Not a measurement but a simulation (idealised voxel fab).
voxel self aligned contacts: a process module
Square cell edge 5 nm, section width 150 nm, ID cut.
Cross-section, as written here: a square-cell grid given band by band from the top down, where a band holds one or more rows of cells. It is stipulated that each band's entry specify, in nanometres, the height of the top of the band and then that of its bottom, followed by the materials of the band in left-to-right sequence, each together with its width in nanometres. A single material marked by the word "everywhere" is understood to fill the band from edge to edge; the word "air" is understood to denote empty space. Measure heights from 0. That's the level where, below it, the as-received wafer is all one material. The lowest band is bottomless and extends downward; write it as in "z 0 and below". Quick explanation for "30..40": the width changes in equal steps down the rows of cells, from the first number in the band's top row to the second number in its bottom row. What does "no modification" mean for a step? It means no cell of the cross-section changed in that step. You'll see "Closed void inventory" listing empty spaces that have no way open to the top, as long as they're 8 cells or more; the notation is width x height at distance, where the distance is from the left edge, and all of it is in nm. That trailing text on a step's line, after the settings, is the simulator's own remark on the step. For masked steps, "overlay nm" on the step line gives how far right of plan the mask actually lay; a minus sign means it lay to the left.
[So here's the lineup of process steps we planned]
1) RECEIVE [material Si]
2) OXIDIZE [depth nm 5]
3) DIRECTIONAL_DEP [material polySi] [thk nm 20]
4) DIRECTIONAL_DEP [material SiN] [thk nm 20]
5) MASKED_ETCH [tone cover] [mask id GATE] [width nm 35] [pitch nm 65] [etch materials SiN] [depth nm 20] [overlay nm 0]
6) MASKED_ETCH [tone cover] [mask id GATE] [width nm 35] [pitch nm 65] [etch materials polySi] [depth nm 20] [overlay nm 0]
7) CONFORMAL_DEP [material SiN] [thk nm 5]
8) DIRECTIONAL_ETCH [etch materials SiN] [depth nm 5]
9) FILL_DEP [material SiO2] [thk nm 20]
10) CMP [height nm 50]
11) MASKED_ETCH [tone open] [mask id CONTACT] [width nm 40] [etch materials SiO2] [depth nm 55] [overlay nm -15]
12) CONFORMAL_DEP [material TiN] [thk nm 5]
13) FILL_DEP [material Ru] [thk nm 5]
14) CMP [height nm 50]
15) CONFORMAL_DEP [material SiN] [thk nm 5]
The plan shows the overlay nm of step 11 as the first wafer had it; this setting differs between the wafers, which start out alike.
[As-received cross-section, first of several wafers, post step 1]
* z 0 and below | Si everywhere
* Closed void inventory: none
[Basically each wafer gets a line in the table, showing it at the end of the module: material by material, the cells it gained (+) or lost (-) since we got it, then its closed voids]
overlay nm -15, +15 Ru, -30 Si, +118 SiN, +143 SiO2, +28 TiN, +56 polySi, Closed void inventory: none
overlay nm -10, +24 Ru, -30 Si, +118 SiN, +134 SiO2, +28 TiN, +56 polySi, Closed void inventory: none
overlay nm -5, +24 Ru, -30 Si, +118 SiN, +134 SiO2, +28 TiN, +56 polySi, Closed void inventory: none
overlay nm 0, +24 Ru, -30 Si, +118 SiN, +134 SiO2, +28 TiN, +56 polySi, Closed void inventory: none
overlay nm 5, +24 Ru, -30 Si, +118 SiN, +134 SiO2, +28 TiN, +56 polySi, Closed void inventory: none
overlay nm 10, +24 Ru, -30 Si, +118 SiN, +134 SiO2, +28 TiN, +56 polySi, Closed void inventory: none
overlay nm 15, +15 Ru, -30 Si, +118 SiN, +143 SiO2, +28 TiN, +56 polySi, Closed void inventory: none
